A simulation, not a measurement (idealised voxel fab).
process module | voxel local oxidation
cross-section cut | 180 nm wide | cells 5 nm
A cross-section is a grid of square cells, given in bands from the top down. A band is one or more rows of cells.
Each band's line starts with the height of the band's top and of its bottom, in nm. Then come its materials from left to right, each with its width in nm. One material with "throughout" fills the band from edge to edge. "air" is empty space.
Height 0 is the level under which the wafer as received is all one material. The lowest band goes on downwards, as in "0 down".
A width such as "30 to 40" changes by the same amount from each row of cells to the next, from the band's top row to its bottom row.
"no change" after a step means that no cell of the cross-section changed.
closed voids: empty space of 8 cells or more with no open way to the top, each as width x height at its distance from the left edge, in nm
after a step's settings: what the simulator itself notes on the step
overlay nm, on a step with a mask: how far to the right of its planned place the mask lay; to the left if negative
plan
1 op RECEIVE | material Si
2 op OXIDIZE | depth nm 5
3 op CONFORMAL_DEP | material SiN | thk nm 15
4 op PATTERN | tone cover | mask id ACTIVE | material resist | width nm 130 | thk nm 20 | overlay nm 0
5 op DIRECTIONAL_ETCH | etch materials SiN | depth nm 15
6 op STRIP | etch materials resist
7 op SELECTIVE_ETCH | etch materials SiO2 | depth nm 5
8 op OXIDIZE | depth nm 15
9 op STRIP | etch materials SiN
as received, after step 1
  0 down: Si throughout
  closed voids: none
first wafer at the end, as planned
  0 to -5: air 30 | SiO2 120 | air 30
  -5 to -20: SiO2 45 | Si 90 | SiO2 45
  -20 down: Si throughout
  closed voids: none
second wafer at the end: like start, like plan, one mistake
  10 to -5: SiO2 throughout
  -5 down: Si throughout
  closed voids: none
what went wrong: step 3 ran as: op CONFORMAL_DEP | material SiO2 | thk nm 15
at the end the second wafer has, in cells: 54 more of Si | 30 more of SiO2
